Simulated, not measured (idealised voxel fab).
process module | voxel capacitor over wiring
cross-section cut | 275 nm wide | cells 5 nm
A cross-section is a grid of square cells, given in bands from the top down. A band is one or more rows of cells.
Each band's line starts with the height of the band's top and of its bottom, in nm. Then come its materials from left to right, each with its width in nm. One material with "throughout" fills the band from edge to edge. "air" is empty space.
Height 0 is the level under which the wafer as received is all one material. The lowest band goes on downwards, as in "0 down".
A width such as "30 to 40" changes by the same amount from each row of cells to the next, from the band's top row to its bottom row.
"no change" after a step means that no cell of the cross-section changed.
closed voids: empty space of 8 cells or more with no open way to the top, each as width x height at its distance from the left edge, in nm
after a step's settings: what the simulator itself notes on the step
overlay nm, on a step with a mask: how far to the right of its planned place the mask lay; to the left if negative
plan
1 op RECEIVE | material Si
2 op CONFORMAL_DEP | material SiO2 | thk nm 10
3 op DIRECTIONAL_DEP | material TiN | thk nm 5
4 op DIRECTIONAL_DEP | material Ru | thk nm 20
5 op PATTERN | tone cover | mask id METAL_1 | material resist | width nm 20 | pitch nm 75 | thk nm 20 | overlay nm 0
6 op DIRECTIONAL_ETCH | etch materials Ru | depth nm 20
7 op DIRECTIONAL_ETCH | etch materials TiN | depth nm 5
8 op STRIP | etch materials resist
9 op CONFORMAL_DEP | material SiN | thk nm 5
10 op FILL_DEP | material SiO2 | thk nm 5
11 op CMP | height nm 35
12 op CONFORMAL_DEP | material SiCN | thk nm 5
13 op DIRECTIONAL_DEP | material SiO2 | thk nm 15
14 op DIRECTIONAL_DEP | material aC | thk nm 15
15 op PATTERN | tone open | mask id PLUG_1 | material resist | width nm 15 | thk nm 30 | overlay nm 0
16 op DIRECTIONAL_ETCH | etch materials aC | depth nm 15
17 op STRIP | etch materials resist
18 op DIRECTIONAL_ETCH | etch materials SiO2 | depth nm 15
19 op DIRECTIONAL_ETCH | etch materials SiCN | depth nm 5
20 op STRIP | etch materials aC
21 op CONFORMAL_DEP | material TiN | thk nm 5
22 op FILL_DEP | material Ru | thk nm 5
23 op CMP | height nm 55
24 op DIRECTIONAL_DEP | material TiN | thk nm 5
25 op DIRECTIONAL_DEP | material Al2O3 | thk nm 5
26 op DIRECTIONAL_DEP | material TiN | thk nm 5
27 op MASKED_ETCH | tone cover | mask id UPPER_PLATE | width nm 60 | etch materials TiN | depth nm 5 | overlay nm 0
28 op MASKED_ETCH | tone cover | mask id UPPER_PLATE | width nm 60 | etch materials Al2O3 | depth nm 5 | overlay nm 0
29 op PATTERN | tone cover | mask id LOWER_PLATE | material resist | width nm 70 | thk nm 15 | overlay nm 0
30 op DIRECTIONAL_ETCH | etch materials TiN | depth nm 5
31 op STRIP | etch materials resist
32 op FILL_DEP | material SiO2 | thk nm 15
33 op CMP | height nm 80
34 op PATTERN | tone open | mask id PLUG_2 | material resist | width nm 15 | thk nm 20 | overlay nm 0
35 op DIRECTIONAL_ETCH | etch materials SiO2 | depth nm 10
36 op STRIP | etch materials resist
37 op CONFORMAL_DEP | material TiN | thk nm 5
38 op FILL_DEP | material Ru | thk nm 5
39 op CMP | height nm 80
40 op CONFORMAL_DEP | material SiCN | thk nm 5
first wafer, as planned
as received, after step 1
  0 down: Si throughout
  closed voids: none
after step 2
  10 to 0: SiO2 throughout
  below 0: unchanged
after step 3
  15 to 10: TiN throughout
  below 10: unchanged
after step 4
  35 to 15: Ru throughout
  below 15: unchanged
after step 5
  55 to 35: air 90 | resist 20 | air 55 | resist 20 | air 90
  below 35: unchanged
after step 6
  55 to 35: air 90 | resist 20 | air 55 | resist 20 | air 90
  35 to 15: air 90 | Ru 20 | air 55 | Ru 20 | air 90
  below 15: unchanged
after step 7
  55 to 35: air 90 | resist 20 | air 55 | resist 20 | air 90
  35 to 15: air 90 | Ru 20 | air 55 | Ru 20 | air 90
  15 to 10: air 90 | TiN 20 | air 55 | TiN 20 | air 90
  below 10: unchanged
after step 8
  35 to 15: air 90 | Ru 20 | air 55 | Ru 20 | air 90
  below 15: unchanged
after step 9
  40 to 35: air 85 | SiN 30 | air 45 | SiN 30 | air 85
  35 to 15: air 85 | SiN 5 | Ru 20 | SiN 5 | air 45 | SiN 5 | Ru 20 | SiN 5 | air 85
  15 to 10: SiN 90 | TiN 20 | SiN 55 | TiN 20 | SiN 90
  below 10: unchanged
after step 10
  45 to 40: SiO2 throughout
  40 to 35: SiO2 85 | SiN 30 | SiO2 45 | SiN 30 | SiO2 85
  35 to 15: SiO2 85 | SiN 5 | Ru 20 | SiN 5 | SiO2 45 | SiN 5 | Ru 20 | SiN 5 | SiO2 85
  below 15: unchanged
after step 11
  35 to 15: SiO2 85 | SiN 5 | Ru 20 | SiN 5 | SiO2 45 | SiN 5 | Ru 20 | SiN 5 | SiO2 85
  below 15: unchanged
after step 12
  40 to 35: SiCN throughout
  below 35: unchanged
after step 13
  55 to 40: SiO2 throughout
  below 40: unchanged
after step 14
  70 to 55: aC throughout
  below 55: unchanged
after step 15
  100 to 70: resist 95 | air 15 | resist 165
  below 70: unchanged
after step 16
  85 to 70: resist 95 | air 15 | resist 165
  70 to 55: aC 95 | air 15 | aC 165
  below 55: unchanged
after step 17
  70 to 55: aC 95 | air 15 | aC 165
  below 55: unchanged
after step 18
  70 to 55: aC 95 | air 15 | aC 165
  55 to 40: SiO2 95 | air 15 | SiO2 165
  below 40: unchanged
after step 19
  70 to 55: aC 95 | air 15 | aC 165
  55 to 40: SiO2 95 | air 15 | SiO2 165
  40 to 35: SiCN 95 | air 15 | SiCN 165
  below 35: unchanged
after step 20
  55 to 40: SiO2 95 | air 15 | SiO2 165
  below 40: unchanged
after step 21
  60 to 55: TiN 100 | air 5 | TiN 170
  55 to 40: SiO2 95 | TiN 5 | air 5 | TiN 5 | SiO2 165
  40 to 35: SiCN 95 | TiN 15 | SiCN 165
  below 35: unchanged
after step 22
  65 to 60: Ru throughout
  60 to 55: TiN 100 | Ru 5 | TiN 170
  55 to 40: SiO2 95 | TiN 5 | Ru 5 | TiN 5 | SiO2 165
  below 40: unchanged
after step 23
  55 to 40: SiO2 95 | TiN 5 | Ru 5 | TiN 5 | SiO2 165
  below 40: unchanged
after step 24
  60 to 55: TiN throughout
  below 55: unchanged
after step 25
  65 to 60: Al2O3 throughout
  below 60: unchanged
after step 26
  70 to 65: TiN throughout
  below 65: unchanged
after step 27
  70 to 65: air 95 | TiN 60 | air 120
  below 65: unchanged
after step 28
  70 to 65: air 95 | TiN 60 | air 120
  65 to 60: air 95 | Al2O3 60 | air 120
  below 60: unchanged
after step 29
  85 to 70: air 90 | resist 70 | air 115
  70 to 65: air 90 | resist 5 | TiN 60 | resist 5 | air 115
  65 to 60: air 90 | resist 5 | Al2O3 60 | resist 5 | air 115
  below 60: unchanged
after step 30
  85 to 70: air 90 | resist 70 | air 115
  70 to 65: air 90 | resist 5 | TiN 60 | resist 5 | air 115
  65 to 60: air 90 | resist 5 | Al2O3 60 | resist 5 | air 115
  60 to 55: air 90 | TiN 70 | air 115
  below 55: unchanged
after step 31
  70 to 65: air 95 | TiN 60 | air 120
  65 to 60: air 95 | Al2O3 60 | air 120
  below 60: unchanged
after step 32
  85 to 70: SiO2 throughout
  70 to 65: SiO2 95 | TiN 60 | SiO2 120
  65 to 60: SiO2 95 | Al2O3 60 | SiO2 120
  60 to 55: SiO2 90 | TiN 70 | SiO2 115
  below 55: unchanged
after step 33
  80 to 70: SiO2 throughout
  below 70: unchanged
after step 34
  100 to 80: resist 105 | air 15 | resist 155
  below 80: unchanged
after step 35
  100 to 80: resist 105 | air 15 | resist 155
  80 to 70: SiO2 105 | air 15 | SiO2 155
  below 70: unchanged
after step 36
  80 to 70: SiO2 105 | air 15 | SiO2 155
  below 70: unchanged
after step 37
  85 to 80: TiN 110 | air 5 | TiN 160
  80 to 75: SiO2 105 | TiN 5 | air 5 | TiN 5 | SiO2 155
  75 to 65: SiO2 105 to 95 | TiN 15 to 60 | SiO2 155 to 120
  below 65: unchanged
after step 38
  90 to 85: Ru throughout
  85 to 80: TiN 110 | Ru 5 | TiN 160
  80 to 75: SiO2 105 | TiN 5 | Ru 5 | TiN 5 | SiO2 155
  below 75: unchanged
after step 39
  80 to 75: SiO2 105 | TiN 5 | Ru 5 | TiN 5 | SiO2 155
  below 75: unchanged
after step 40
  85 to 80: SiCN throughout
  below 80: unchanged
second wafer: like start, like plan, one mistake. Through step 14 it matches the first wafer
when step 15 should have ended
  100 to 70: resist 90 | air 15 | resist 170
  below 70: unchanged
when step 16 should have ended
  85 to 70: resist 90 | air 15 | resist 170
  70 to 55: aC 90 | air 15 | aC 170
  below 55: unchanged
when step 17 should have ended
  70 to 55: aC 90 | air 15 | aC 170
  below 55: unchanged
when step 18 should have ended
  70 to 55: aC 90 | air 15 | aC 170
  55 to 40: SiO2 90 | air 15 | SiO2 170
  below 40: unchanged
when step 19 should have ended
  70 to 55: aC 90 | air 15 | aC 170
  55 to 40: SiO2 90 | air 15 | SiO2 170
  40 to 35: SiCN 90 | air 15 | SiCN 170
  below 35: unchanged
when step 20 should have ended
  55 to 40: SiO2 90 | air 15 | SiO2 170
  below 40: unchanged
when step 21 should have ended
  60 to 55: TiN 95 | air 5 | TiN 175
  55 to 40: SiO2 90 | TiN 5 | air 5 | TiN 5 | SiO2 170
  40 to 35: SiCN 90 | TiN 15 | SiCN 170
  below 35: unchanged
when step 22 should have ended
  65 to 60: Ru throughout
  60 to 55: TiN 95 | Ru 5 | TiN 175
  55 to 40: SiO2 90 | TiN 5 | Ru 5 | TiN 5 | SiO2 170
  below 40: unchanged
when step 23 should have ended
  55 to 40: SiO2 90 | TiN 5 | Ru 5 | TiN 5 | SiO2 170
  below 40: unchanged
when step 24 should have ended
  60 to 55: TiN throughout
  below 55: unchanged
when step 25 should have ended
  65 to 60: Al2O3 throughout
  below 60: unchanged
when step 26 should have ended
  70 to 65: TiN throughout
  below 65: unchanged
when step 27 should have ended
  70 to 65: air 95 | TiN 60 | air 120
  below 65: unchanged
when step 28 should have ended
  70 to 65: air 95 | TiN 60 | air 120
  65 to 60: air 95 | Al2O3 60 | air 120
  below 60: unchanged
when step 29 should have ended
  85 to 70: air 90 | resist 70 | air 115
  70 to 65: air 90 | resist 5 | TiN 60 | resist 5 | air 115
  65 to 60: air 90 | resist 5 | Al2O3 60 | resist 5 | air 115
  below 60: unchanged
when step 30 should have ended
  85 to 70: air 90 | resist 70 | air 115
  70 to 65: air 90 | resist 5 | TiN 60 | resist 5 | air 115
  65 to 60: air 90 | resist 5 | Al2O3 60 | resist 5 | air 115
  60 to 55: air 90 | TiN 70 | air 115
  below 55: unchanged
when step 31 should have ended
  70 to 65: air 95 | TiN 60 | air 120
  65 to 60: air 95 | Al2O3 60 | air 120
  below 60: unchanged
when step 32 should have ended
  85 to 70: SiO2 throughout
  70 to 65: SiO2 95 | TiN 60 | SiO2 120
  65 to 60: SiO2 95 | Al2O3 60 | SiO2 120
  60 to 55: SiO2 90 | TiN 70 | SiO2 115
  below 55: unchanged
when step 33 should have ended
  80 to 70: SiO2 throughout
  below 70: unchanged
when step 34 should have ended
  100 to 80: resist 105 | air 15 | resist 155
  below 80: unchanged
when step 35 should have ended
  100 to 80: resist 105 | air 15 | resist 155
  80 to 70: SiO2 105 | air 15 | SiO2 155
  below 70: unchanged
when step 36 should have ended
  80 to 70: SiO2 105 | air 15 | SiO2 155
  below 70: unchanged
when step 37 should have ended
  85 to 80: TiN 110 | air 5 | TiN 160
  80 to 75: SiO2 105 | TiN 5 | air 5 | TiN 5 | SiO2 155
  75 to 65: SiO2 105 to 95 | TiN 15 to 60 | SiO2 155 to 120
  below 65: unchanged
when step 38 should have ended
  90 to 85: Ru throughout
  85 to 80: TiN 110 | Ru 5 | TiN 160
  80 to 75: SiO2 105 | TiN 5 | Ru 5 | TiN 5 | SiO2 155
  below 75: unchanged
when step 39 should have ended
  80 to 75: SiO2 105 | TiN 5 | Ru 5 | TiN 5 | SiO2 155
  below 75: unchanged
when step 40 should have ended
  85 to 80: SiCN throughout
  below 80: unchanged
what went wrong: step 15 ran as: op PATTERN | tone open | mask id PLUG_1 | material resist | width nm 15 | thk nm 30 | overlay nm -5
at the end the second wafer has, in cells: as many of each material as the first, in other places
